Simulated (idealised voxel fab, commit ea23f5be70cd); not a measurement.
A process module follows: voxel self aligned vias.
It is cross-section cut that appears here, measuring 170 nm in width, its square cells being 5 nm in size.
In this document a cross-section is written as a grid of square cells. It is given as a series of bands, listed from the top down, and a band is one or more rows of cells.
Within each band entry, the heights of the top and of the bottom of the band appear first, in that order and in nm; the materials of the band then follow from left to right, each with its corresponding width in nm. The designation "throughout" on a single material indicates that it fills the band from edge to edge; the designation "blank" indicates empty space.
Measure heights from 0. That's the level where, below it, the as-received wafer is all one material. The lowest band is bottomless and extends downward; write it as in "z 0 and below".
It should be noted that a width expressed as "30 to 40" varies in equal increments from row to row of cells within the band, taking the value of the first number at the top row and that of the second number at the bottom row.
The cross-section has no changed cell in any step marked "nothing was modified".
Empty spaces counting at least 8 cells and having no open way to the top are listed in "Completely enclosed voids". The notation width x height at distance is used for each, the distance being from the left edge and all three values in nm.
On each step's line, the part that comes after the settings is the simulator's own comment on the step.
The "overlay nm" setting may appear on a step's line; for a step that uses a mask, it gives how far to the right of its planned position the mask lay, and a negative value indicates the left.

List of planned process steps
| 1 | RECEIVE with material Si |
| 2 | CONFORMAL_DEP with material SiO2, thk nm 15 |
| 3 | CONFORMAL_DEP with material SiCN, thk nm 5 |
| 4 | DIRECTIONAL_DEP with material SiO2, thk nm 30 |
| 5 | MASKED_ETCH with tone open, mask id LINES, width nm 30, pitch nm 75, etch materials SiO2, depth nm 30, overlay nm 0 |
| 6 | CONFORMAL_DEP with material TiN, thk nm 5 |
| 7 | FILL_DEP with material W, thk nm 5 |
| 8 | CMP with height nm 50 |
| 9 | SELECTIVE_ETCH with etch materials W Ru TiN, depth nm 10 |
| 10 | FILL_DEP with material SiN, thk nm 5 |
| 11 | CMP with height nm 50 |
| 12 | DIRECTIONAL_DEP with material SiO2, thk nm 20 |
| 13 | PATTERN with tone open, mask id VIAS, material resist, width nm 50, pitch nm 75, thk nm 20, overlay nm 0 |
| 14 | DIRECTIONAL_ETCH with etch materials SiO2, depth nm 20 |
| 15 | DIRECTIONAL_ETCH with etch materials SiN, depth nm 10 |
| 16 | STRIP with etch materials resist |
| 17 | CONFORMAL_DEP with material TiN, thk nm 5 |
| 18 | FILL_DEP with material Cu, thk nm 5 |
| 19 | CMP with height nm 70 |
| 20 | CONFORMAL_DEP with material SiCN, thk nm 5 |

As received (post step 1): cross-section
    z 0 and below: Si throughout
    Completely enclosed voids: none

First wafer of two, sectioned at end of module; run went per plan
    z 75 to 70: SiCN throughout
    z 70 to 55: SiO2: 20; TiN: 5; Cu: 40; TiN: 5; SiO2: 25; TiN: 5; Cu: 40; TiN: 5; SiO2: 25
    z 55 to 45: SiO2: 20 to 30; TiN: 15 to 5; Cu: 20; TiN: 15 to 5; SiO2: 25 to 45; TiN: 15 to 5; Cu: 20; TiN: 15 to 5; SiO2: 25 to 35
    z 45 to 40: SiO2: 30; TiN: 30; SiO2: 45; TiN: 30; SiO2: 35
    z 40 to 25: SiO2: 30; TiN: 5; W: 20; TiN: 5; SiO2: 45; TiN: 5; W: 20; TiN: 5; SiO2: 35
    z 25 to 20: SiO2: 30; TiN: 30; SiO2: 45; TiN: 30; SiO2: 35
    z 20 to 15: SiCN throughout
    z 15 to 0: SiO2 throughout
    z 0 and below: Si throughout
    Completely enclosed voids: none

Wafer two, sectioned after the module: the first wafer's start, the first wafer's plan, and one mistake in how it was run
    z 75 to 70: SiCN throughout
    z 70 to 55: SiO2: 20; TiN: 5; Cu: 40; TiN: 5; SiO2: 25; TiN: 5; Cu: 40; TiN: 5; SiO2: 25
    z 55 to 50: SiO2: 20; TiN: 50; SiO2: 25; TiN: 50; SiO2: 25
    z 50 to 25: SiO2: 30; TiN: 5; SiCN: 20; TiN: 5; SiO2: 45; TiN: 5; SiCN: 20; TiN: 5; SiO2: 35
    z 25 to 20: SiO2: 30; TiN: 30; SiO2: 45; TiN: 30; SiO2: 35
    z 20 to 15: SiCN throughout
    z 15 to 0: SiO2 throughout
    z 0 and below: Si throughout
    Completely enclosed voids: none
Where did the run depart from the plan? step 7 ran differently from the plan; actual operation with settings: FILL_DEP with material SiCN, thk nm 5
FYI, end of process, the second wafer has more or fewer cells of some materials than the first: -16 Cu; +40 SiCN; -24 W
